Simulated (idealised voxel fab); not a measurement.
Process module heading - voxel released beams
The cross-section on display is named cut; it measures 300 nm wide, and its cells are 5 nm squares.
Cross-sections here: square-cell grids, written as top-down lists of bands, a band being one or more rows of cells. Within each band entry, the heights of the top and of the bottom of the band appear first, in that order and in nm; the materials of the band then follow from left to right, each with its corresponding width in nm. The designation "throughout" on a single material indicates that it fills the band from edge to edge; the designation "empty" indicates empty space. Height 0 is the level under which the wafer as received is all one material. The lowest band goes on downwards, as in "0 -> down". You'd read "30 to 40" like this: the band's top row of cells is as wide as the first number, its bottom row is as wide as the second, and going down, every row changes width by the same amount as the row before did. Any step labelled "left unchanged" changed none of the cells in the cross-section. Empty spaces counting at least 8 cells and having no open way to the top are listed in "Closed void inventory". The notation width x height at distance is used for each, the distance being from the left edge and all three values in nm. Where a step's line continues beyond its settings, the continuation is a remark by the simulator itself on that step. overlay nm, on a step with a mask: how far to the right of its planned place the mask lay; to the left if negative.

This section lists the process steps that were planned:
| 1 | op RECEIVE | material Si |
| 2 | op CONFORMAL_DEP | material Al2O3 | thk nm 10 |
| 3 | op DIRECTIONAL_DEP | material SiO2 | thk nm 15 |
| 4 | op MASKED_ETCH | tone open | mask id ANCHOR | width nm 35 | etch materials SiO2 | depth nm 15 | overlay nm 0 |
| 5 | op CONFORMAL_DEP | material W | thk nm 10 |
| 6 | op PATTERN | tone cover | mask id BEAM | material resist | width nm 100 | thk nm 20 | overlay nm 0 |
| 7 | op DIRECTIONAL_ETCH | etch materials W | depth nm 10 |
| 8 | op STRIP | etch materials resist |
| 9 | op STRIP | etch materials SiO2 |

First wafer out of two, processed as planned:

Received-state cross-section, reflecting completion of step 1:
	0 -> down: Si throughout
	Closed void inventory: none

Cross-section of the wafer after step 2:
	10 -> 0: Al2O3 throughout
	Lower than 0, everything is as it was.

Cross-section of the wafer after step 3:
	25 -> 10: SiO2 throughout
	Lower than 10, everything is as it was.

Cross-section of the wafer after step 4:
	25 -> 10: 100 nm SiO2 / 35 nm empty / 165 nm SiO2
	Lower than 10, everything is as it was.

Cross-section of the wafer after step 5:
	35 -> 25: 110 nm W / 15 nm empty / 175 nm W
	25 -> 20: 100 nm SiO2 / 10 nm W / 15 nm empty / 10 nm W / 165 nm SiO2
	20 -> 10: 100 nm SiO2 / 35 nm W / 165 nm SiO2
	Lower than 10, everything is as it was.

Cross-section of the wafer after step 6:
	55 -> 35: 95 nm empty / 100 nm resist / 105 nm empty
	35 -> 25: 110 nm W / 15 nm resist / 175 nm W
	25 -> 20: 100 nm SiO2 / 10 nm W / 15 nm resist / 10 nm W / 165 nm SiO2
	Lower than 20, everything is as it was.

Cross-section of the wafer after step 7:
	55 -> 35: 95 nm empty / 100 nm resist / 105 nm empty
	35 -> 25: 95 nm empty / 15 nm W / 15 nm resist / 70 nm W / 105 nm empty
	Lower than 25, everything is as it was.

Cross-section of the wafer after step 8:
	35 -> 25: 95 nm empty / 15 nm W / 15 nm empty / 70 nm W / 105 nm empty
	25 -> 20: 100 nm SiO2 / 10 nm W / 15 nm empty / 10 nm W / 165 nm SiO2
	Lower than 20, everything is as it was.

Cross-section of the wafer after step 9:
	35 -> 25: 95 nm empty / 15 nm W / 15 nm empty / 70 nm W / 105 nm empty
	25 -> 20: 100 nm empty / 10 nm W / 15 nm empty / 10 nm W / 165 nm empty
	20 -> 10: 100 nm empty / 35 nm W / 165 nm empty
	Lower than 10, everything is as it was.

Second wafer, same starting conditions and recipe as the first, one mistake in executing it, nothing differs from the first up to and including step 1:

At the planned end of step 2, the second wafer in cross-section:
	15 -> 0: SiO2 throughout
	Lower than 0, everything is as it was.

At the planned end of step 3, the second wafer in cross-section:
	25 -> 15: Al2O3 throughout
	Lower than 15, everything is as it was.

At the planned end of step 4, the second wafer in cross-section: left unchanged

At the planned end of step 5, the second wafer in cross-section:
	35 -> 25: W throughout
	Lower than 25, everything is as it was.

At the planned end of step 6, the second wafer in cross-section:
	55 -> 35: 95 nm empty / 100 nm resist / 105 nm empty
	Lower than 35, everything is as it was.

At the planned end of step 7, the second wafer in cross-section:
	55 -> 35: 95 nm empty / 100 nm resist / 105 nm empty
	35 -> 25: 95 nm empty / 100 nm W / 105 nm empty
	Lower than 25, everything is as it was.

At the planned end of step 8, the second wafer in cross-section:
	35 -> 25: 95 nm empty / 100 nm W / 105 nm empty
	Lower than 25, everything is as it was.

At the planned end of step 9, the second wafer in cross-section: left unchanged
Want to know what went wrong? ran 2 and 3 in swapped order versus the plan
Looking at both finished wafers in cells, the second ends up ahead of or behind the first on some materials: +180 SiO2; -12 W
